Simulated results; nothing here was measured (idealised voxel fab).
process module | voxel self aligned contacts
cross-section cut | 255 nm wide | cells 5 nm
A cross-section is a grid of square cells, given in bands from the top down. A band is one or more rows of cells.
Each band's line starts with the height of the band's top and of its bottom, in nm. Then come its materials from left to right, each with its width in nm. One material with "throughout" fills the band from edge to edge. "air" is empty space.
Height 0 is the level under which the wafer as received is all one material. The lowest band goes on downwards, as in "0 down".
A width such as "30 to 40" changes by the same amount from each row of cells to the next, from the band's top row to its bottom row.
"no change" after a step means that no cell of the cross-section changed.
closed voids: empty space of 8 cells or more with no open way to the top, each as width x height at its distance from the left edge, in nm
after a step's settings: what the simulator itself notes on the step
overlay nm, on a step with a mask: how far to the right of its planned place the mask lay; to the left if negative
plan
1 op RECEIVE | material Si
2 op OXIDIZE | depth nm 5
3 op DIRECTIONAL_DEP | material polySi | thk nm 20
4 op DIRECTIONAL_DEP | material SiN | thk nm 25
5 op DIRECTIONAL_DEP | material aC | thk nm 10
6 op PATTERN | tone cover | mask id GATE | material resist | width nm 30 | pitch nm 65 | thk nm 25 | overlay nm 0
7 op DIRECTIONAL_ETCH | etch materials aC | depth nm 10
8 op STRIP | etch materials resist
9 op DIRECTIONAL_ETCH | etch materials SiN | depth nm 25
10 op DIRECTIONAL_ETCH | etch materials polySi | depth nm 20
11 op STRIP | etch materials aC
12 op CONFORMAL_DEP | material SiN | thk nm 10
13 op DIRECTIONAL_ETCH | etch materials SiN | depth nm 10
14 op FILL_DEP | material SiO2 | thk nm 10
15 op CMP | height nm 50
16 op MASKED_ETCH | tone open | mask id CONTACT | width nm 45 | etch materials SiO2 | depth nm 55 | overlay nm 0
17 op CONFORMAL_DEP | material TiN | thk nm 5
18 op FILL_DEP | material Ru | thk nm 5
19 op CMP | height nm 50
20 op CONFORMAL_DEP | material SiCN | thk nm 5
as received, after step 1
  0 down: Si throughout
  closed voids: none
first wafer at the end, as planned
  55 to 50: SiCN throughout
  50 to 45: SiO2 105 | TiN 20 | Ru 5 | TiN 20 | SiO2 105
  45 to 20: SiO2 70 | SiN 50 | TiN 5 | Ru 5 | TiN 5 | SiN 50 | SiO2 70
  20 to 0: SiO2 70 | SiN 10 | polySi 30 | SiN 10 | TiN 5 | Ru 5 | TiN 5 | SiN 10 | polySi 30 | SiN 10 | SiO2 70
  0 to -5: SiO2 120 | TiN 15 | SiO2 120
  -5 down: Si throughout
  closed voids: none
second wafer at the end: like start, like plan, one mistake
  55 to 50: SiCN throughout
  50 to 45: SiO2 70 | SiN 50 | TiN 15 | SiN 50 | SiO2 70
  45 to 20: SiN throughout
  20 to 0: polySi throughout
  0 to -5: SiO2 throughout
  -5 down: Si throughout
  closed voids: none
what went wrong: step 4 was run twice
at the end the second wafer has, in cells: 10 fewer of Ru | 143 more of SiN | 263 fewer of SiO2 | 26 fewer of TiN | 156 more of polySi
